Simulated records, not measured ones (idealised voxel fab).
The process module presented herein is designated voxel self aligned contacts.
It is cross-section cut that appears here, measuring 225 nm in width, its square cells being 5 nm in size.
Think of the cross-section as a grid of square cells. We describe it in bands, top to bottom, and each band covers one or more rows of those cells. Top height, bottom height, nm. Materials left to right, width each, nm. Single material + "all across" = fills band edge to edge. "air" = empty. Zero point of the height axis is 0; under it, received wafer = one material. Lowest band: continues down indefinitely, "from 0 down". With a width like "30..40", each row of cells in the band differs from the next by the same amount, the top row carrying the first number and the bottom row the second. A step reported as "no alterations made" is a step in which no cell of the cross-section changed. Listed in "Closed void entries": every empty space of 8 or more cells without an open way to the top. Form: width x height at distance, the distance being from the left edge, all in nm. Whatever follows a step's settings on its line is a remark the simulator itself makes about that step. For masked steps, "overlay nm" on the step line gives how far right of plan the mask actually lay; a minus sign means it lay to the left.

# Below is the list of planned process steps
1,RECEIVE,material Si
2,CONFORMAL_DEP,material SiO2,thk nm 5
3,DIRECTIONAL_DEP,material polySi,thk nm 30
4,DIRECTIONAL_DEP,material SiN,thk nm 20
5,PATTERN,tone cover,mask id GATE,material resist,width nm 25,pitch nm 60,thk nm 20,overlay nm 0
6,DIRECTIONAL_ETCH,etch materials SiN,depth nm 20
7,DIRECTIONAL_ETCH,etch materials polySi,depth nm 30
8,STRIP,etch materials resist
9,CONFORMAL_DEP,material SiN,thk nm 5
10,DIRECTIONAL_ETCH,etch materials SiN,depth nm 5
11,FILL_DEP,material SiO2,thk nm 15
12,CMP,height nm 60
13,MASKED_ETCH,tone open,mask id CONTACT,width nm 45,etch materials SiO2,depth nm 60,overlay nm 0
14,CONFORMAL_DEP,material TiN,thk nm 5
15,FILL_DEP,material Ru,thk nm 10
16,CMP,height nm 60
17,CONFORMAL_DEP,material SiCN,thk nm 5

# Incoming wafer in cross-section (state: after step 1)
> from 0 down  Si all across
> Closed void entries: none

# Same starting wafer, same plan as above, one mistake in the execution; this is the cross-section at the end of the module
> from 65 to 60  SiCN all across
> from 60 to 55  90 SiO2, 15 TiN, 15 Ru, 15 TiN, 90 SiO2
> from 55 to 35  65 SiO2, 35 SiN, 5 TiN, 15 Ru, 5 TiN, 35 SiN, 65 SiO2
> from 35 to 30  100 SiO2, 25 TiN, 100 SiO2
> from 30 to 0  polySi all across
> from 0 down  Si all across
> Closed void entries: none
Error vs. plan: steps 2 and 3 of the plan were each performed in the slot designated for the other
